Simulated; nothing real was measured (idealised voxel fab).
A process module follows: voxel gate over fins.
Square cell edge 5 nm, section width 220 nm, ID cut.
A cross-section in this document is a grid of square cells, and it is written down as bands, the top band listed before the ones below it; a band is made up of one or more rows of cells. A band entry consists of two parts. The first gives the height of the band's top and the height of its bottom, in nm. The rest lists the band's materials from left to right, each with its width in nm. A single material labelled with the word "full width" fills the band from edge to edge, and the word "air" marks empty space. Height reference: 0 = level under which incoming wafer is all one material. Lowest band: no bottom, runs on downward, e.g. "z 0 and below". The two numbers in a width such as "30..40" mark its ends across the band: the first belongs to the top row of cells, the second to the bottom row, and from each row to the next the width moves by the same amount. Basically "no alteration" means that step didn't change any cell in the cross-section. Closed empty spaces (no open way to the top) of 8 cells or more are what "Unvented cavities" lists, each as width x height at distance from the left edge, nm for all three. Where a step's line continues beyond its settings, the continuation is a remark by the simulator itself on that step. overlay nm: step with mask; distance mask lay right of planned place; negative value = left of planned place.

List of planned process steps:
1. RECEIVE (material Si)
2. CONFORMAL_DEP (material SiN; thk nm 10)
3. MASKED_ETCH (tone cover; mask id FINS; width nm 15; pitch nm 35; etch materials SiN; depth nm 10; overlay nm 0)
4. MASKED_ETCH (tone cover; mask id FINS; width nm 15; pitch nm 35; etch materials Si; depth nm 30; overlay nm 0)
5. OXIDIZE (depth nm 5)
6. FILL_DEP (material SiO2; thk nm 10)
7. CMP (height nm 10)
8. SELECTIVE_ETCH (etch materials SiO2; depth nm 25)
9. STRIP (etch materials SiN)
10. CONFORMAL_DEP (material HfO2; thk nm 5)
11. CONFORMAL_DEP (material TiN; thk nm 5)
12. CONFORMAL_DEP (material TiAl; thk nm 5)
13. CONFORMAL_DEP (material TiN; thk nm 5)
14. FILL_DEP (material W; thk nm 15)
15. CMP (height nm 30)
16. CONFORMAL_DEP (material SiN; thk nm 5)
What sets these wafers apart? The thk nm at step 12. They all start alike, and the plan carries the first wafer's value.

Cross-section of the first of several wafers on receipt, reflecting completion of step 1:
    z 0 and below | Si full width
    Unvented cavities: none

First of several wafers, sectioned at end of module (last step: step 16):
    z 35 to 30 | SiN full width
    z 30 to 20 | W full width
    z 20 to 15 | 70 W  80 TiN  70 W
    z 15 to 10 | 70 W  5 TiN  70 TiAl  5 TiN  70 W
    z 10 to 5 | 70 W  5 TiN  5 TiAl  25 TiN  10 TiAl  25 TiN  5 TiAl  5 TiN  70 W
    z 5 to 0 | 75 TiN  5 TiAl  5 TiN  15 HfO2  5 TiN  10 TiAl  5 TiN  15 HfO2  5 TiN  5 TiAl  75 TiN
    z 0 to -5 | 80 TiAl  5 TiN  5 HfO2  5 Si  5 HfO2  5 TiN  10 TiAl  5 TiN  5 HfO2  5 Si  5 HfO2  5 TiN  80 TiAl
    z -5 to -10 | 85 TiN  5 HfO2  5 Si  5 HfO2  20 TiN  5 HfO2  5 Si  5 HfO2  85 TiN
    z -10 to -15 | 90 HfO2  5 Si  30 HfO2  5 Si  90 HfO2
    z -15 to -35 | 90 SiO2  5 Si  30 SiO2  5 Si  90 SiO2
    z -35 and below | Si full width
    Unvented cavities: none

Cross-sectional view, end of module, last wafer of several:
    z 35 to 30 | SiN full width
    z 30 to 20 | 55 W  5 TiN  100 TiAl  5 TiN  55 W
    z 20 to 15 | 60 TiN  100 TiAl  60 TiN
    z 15 to 10 | TiAl full width
    z 10 to 5 | 80 TiAl  25 TiN  10 TiAl  25 TiN  80 TiAl
    z 5 to 0 | 80 TiAl  5 TiN  15 HfO2  5 TiN  10 TiAl  5 TiN  15 HfO2  5 TiN  80 TiAl
    z 0 to -5 | 80 TiAl  5 TiN  5 HfO2  5 Si  5 HfO2  5 TiN  10 TiAl  5 TiN  5 HfO2  5 Si  5 HfO2  5 TiN  80 TiAl
    z -5 to -10 | 85 TiN  5 HfO2  5 Si  5 HfO2  20 TiN  5 HfO2  5 Si  5 HfO2  85 TiN
    z -10 to -15 | 90 HfO2  5 Si  30 HfO2  5 Si  90 HfO2
    z -15 to -35 | 90 SiO2  5 Si  30 SiO2  5 Si  90 SiO2
    z -35 and below | Si full width
    Unvented cavities: none

Below, a row for every wafer. Read it as the end-of-module picture: for each material the wafer shows its cells gained (+) or lost (-) since it was received, and then its closed voids:
thk nm 5, +56 HfO2, -294 Si, +44 SiN, +168 SiO2, +56 TiAl, +106 TiN, +172 W, Unvented cavities: none
thk nm 10, +56 HfO2, -294 Si, +44 SiN, +168 SiO2, +106 TiAl, +106 TiN, +122 W, Unvented cavities: none
thk nm 15, +56 HfO2, -294 Si, +44 SiN, +168 SiO2, +156 TiAl, +106 TiN, +72 W, Unvented cavities: none
thk nm 20, +56 HfO2, -294 Si, +44 SiN, +168 SiO2, +206 TiAl, +84 TiN, +44 W, Unvented cavities: none
